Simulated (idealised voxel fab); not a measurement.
process module | voxel lift off
cross-section cut | 170 nm wide | cells 5 nm
A cross-section is a grid of square cells, given in bands from the top down. A band is one or more rows of cells.
Each band's line starts with the height of the band's top and of its bottom, in nm. Then come its materials from left to right, each with its width in nm. One material with "throughout" fills the band from edge to edge. "air" is empty space.
Height 0 is the level under which the wafer as received is all one material. The lowest band goes on downwards, as in "0 down".
A width such as "30 to 40" changes by the same amount from each row of cells to the next, from the band's top row to its bottom row.
"no change" after a step means that no cell of the cross-section changed.
closed voids: empty space of 8 cells or more with no open way to the top, each as width x height at its distance from the left edge, in nm
after a step's settings: what the simulator itself notes on the step
overlay nm, on a step with a mask: how far to the right of its planned place the mask lay; to the left if negative
plan
1 op RECEIVE | material Si
2 op CONFORMAL_DEP | material SiN | thk nm 5
3 op PATTERN | tone open | mask id LINES | material resist | width nm 20 | pitch nm 50 | thk nm 25 | overlay nm 0
4 op DIRECTIONAL_DEP | material Ru | thk nm 10
5 op STRIP | etch materials resist
6 op CONFORMAL_DEP | material SiCN | thk nm 5
first wafer, as planned
as received, after step 1
  0 down: Si throughout
  closed voids: none
after step 2
  5 to 0: SiN throughout
  below 0: unchanged
after step 3
  30 to 5: resist 50 | air 20 | resist 30 | air 20 | resist 50
  below 5: unchanged
after step 4
  40 to 30: Ru 50 | air 20 | Ru 30 | air 20 | Ru 50
  30 to 15: resist 50 | air 20 | resist 30 | air 20 | resist 50
  15 to 5: resist 50 | Ru 20 | resist 30 | Ru 20 | resist 50
  below 5: unchanged
after step 5
  15 to 5: air 50 | Ru 20 | air 30 | Ru 20 | air 50
  below 5: unchanged
after step 6
  20 to 15: air 45 | SiCN 30 | air 20 | SiCN 30 | air 45
  15 to 10: air 45 | SiCN 5 | Ru 20 | SiCN 5 | air 20 | SiCN 5 | Ru 20 | SiCN 5 | air 45
  10 to 5: SiCN 50 | Ru 20 | SiCN 30 | Ru 20 | SiCN 50
  below 5: unchanged
second wafer: like start, like plan, one mistake. Through step 2 it matches the first wafer
when step 3 should have ended
  30 to 5: air 50 | resist 20 | air 30 | resist 20 | air 50
  below 5: unchanged
when step 4 should have ended
  40 to 30: air 50 | Ru 20 | air 30 | Ru 20 | air 50
  30 to 15: air 50 | resist 20 | air 30 | resist 20 | air 50
  15 to 5: Ru 50 | resist 20 | Ru 30 | resist 20 | Ru 50
  below 5: unchanged
when step 5 should have ended
  15 to 5: Ru 50 | air 20 | Ru 30 | air 20 | Ru 50
  below 5: unchanged
when step 6 should have ended
  20 to 15: SiCN 55 | air 10 | SiCN 40 | air 10 | SiCN 55
  15 to 10: Ru 50 | SiCN 5 | air 10 | SiCN 5 | Ru 30 | SiCN 5 | air 10 | SiCN 5 | Ru 50
  10 to 5: Ru 50 | SiCN 20 | Ru 30 | SiCN 20 | Ru 50
  below 5: unchanged
what went wrong: step 3 ran as: op PATTERN | tone cover | mask id LINES | material resist | width nm 20 | pitch nm 50 | thk nm 25 | overlay nm 0
at the end the second wafer has, in cells: 36 more of Ru
